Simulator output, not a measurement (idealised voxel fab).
process module | voxel tone inversion
cross-section cut | 235 nm wide | cells 5 nm
A cross-section is a grid of square cells, given in bands from the top down. A band is one or more rows of cells.
Each band's line starts with the height of the band's top and of its bottom, in nm. Then come its materials from left to right, each with its width in nm. One material with "throughout" fills the band from edge to edge. "air" is empty space.
Height 0 is the level under which the wafer as received is all one material. The lowest band goes on downwards, as in "0 down".
A width such as "30 to 40" changes by the same amount from each row of cells to the next, from the band's top row to its bottom row.
"no change" after a step means that no cell of the cross-section changed.
closed voids: empty space of 8 cells or more with no open way to the top, each as width x height at its distance from the left edge, in nm
after a step's settings: what the simulator itself notes on the step
overlay nm, on a step with a mask: how far to the right of its planned place the mask lay; to the left if negative
plan
1 op RECEIVE | material Si
2 op CONFORMAL_DEP | material SiCN | thk nm 5
3 op DIRECTIONAL_DEP | material aC | thk nm 15
4 op PATTERN | tone cover | mask id POSTS | material resist | width nm 20 | pitch nm 45 | thk nm 25 | overlay nm 0
5 op DIRECTIONAL_ETCH | etch materials aC | depth nm 15
6 op STRIP | etch materials resist
7 op FILL_DEP | material SiO2 | thk nm 5
8 op CMP | height nm 20
9 op STRIP | etch materials aC
10 op CONFORMAL_DEP | material TiN | thk nm 5
11 op FILL_DEP | material W | thk nm 10
12 op CMP | height nm 20
13 op CONFORMAL_DEP | material SiN | thk nm 5
first wafer, as planned
as received, after step 1
  0 down: Si throughout
  closed voids: none
after step 2
  5 to 0: SiCN throughout
  below 0: unchanged
after step 3
  20 to 5: aC throughout
  below 5: unchanged
after step 4
  45 to 20: air 85 | resist 20 | air 25 | resist 20 | air 85
  below 20: unchanged
after step 5
  30 to 20: air 85 | resist 20 | air 25 | resist 20 | air 85
  20 to 5: air 85 | aC 20 | air 25 | aC 20 | air 85
  below 5: unchanged
after step 6
  20 to 5: air 85 | aC 20 | air 25 | aC 20 | air 85
  below 5: unchanged
after step 7
  25 to 20: SiO2 throughout
  20 to 5: SiO2 85 | aC 20 | SiO2 25 | aC 20 | SiO2 85
  below 5: unchanged
after step 8
  20 to 5: SiO2 85 | aC 20 | SiO2 25 | aC 20 | SiO2 85
  below 5: unchanged
after step 9
  20 to 5: SiO2 85 | air 20 | SiO2 25 | air 20 | SiO2 85
  below 5: unchanged
after step 10
  25 to 20: TiN 90 | air 10 | TiN 35 | air 10 | TiN 90
  20 to 10: SiO2 85 | TiN 5 | air 10 | TiN 5 | SiO2 25 | TiN 5 | air 10 | TiN 5 | SiO2 85
  10 to 5: SiO2 85 | TiN 20 | SiO2 25 | TiN 20 | SiO2 85
  below 5: unchanged
after step 11
  35 to 25: W throughout
  25 to 20: TiN 90 | W 10 | TiN 35 | W 10 | TiN 90
  20 to 10: SiO2 85 | TiN 5 | W 10 | TiN 5 | SiO2 25 | TiN 5 | W 10 | TiN 5 | SiO2 85
  below 10: unchanged
after step 12
  20 to 10: SiO2 85 | TiN 5 | W 10 | TiN 5 | SiO2 25 | TiN 5 | W 10 | TiN 5 | SiO2 85
  below 10: unchanged
after step 13
  25 to 20: SiN throughout
  below 20: unchanged
second wafer: like start, like plan, one mistake. Through step 7 it matches the first wafer
when step 8 should have ended
  20 to 5: SiO2 85 | aC 20 | SiO2 25 | aC 20 | SiO2 85
  below 5: unchanged
when step 9 should have ended
  20 to 5: SiO2 85 | air 20 | SiO2 25 | air 20 | SiO2 85
  below 5: unchanged
when step 10 should have ended
  25 to 20: TiN 90 | air 10 | TiN 35 | air 10 | TiN 90
  20 to 10: SiO2 85 | TiN 5 | air 10 | TiN 5 | SiO2 25 | TiN 5 | air 10 | TiN 5 | SiO2 85
  10 to 5: SiO2 85 | TiN 20 | SiO2 25 | TiN 20 | SiO2 85
  below 5: unchanged
when step 11 should have ended
  35 to 25: W throughout
  25 to 20: TiN 90 | W 10 | TiN 35 | W 10 | TiN 90
  20 to 10: SiO2 85 | TiN 5 | W 10 | TiN 5 | SiO2 25 | TiN 5 | W 10 | TiN 5 | SiO2 85
  below 10: unchanged
when step 12 should have ended
  20 to 10: SiO2 85 | TiN 5 | W 10 | TiN 5 | SiO2 25 | TiN 5 | W 10 | TiN 5 | SiO2 85
  below 10: unchanged
when step 13 should have ended
  25 to 20: SiN throughout
  below 20: unchanged
what went wrong: step 8 was run twice
at the end the two cross-sections are the same: no effect in what this model computes
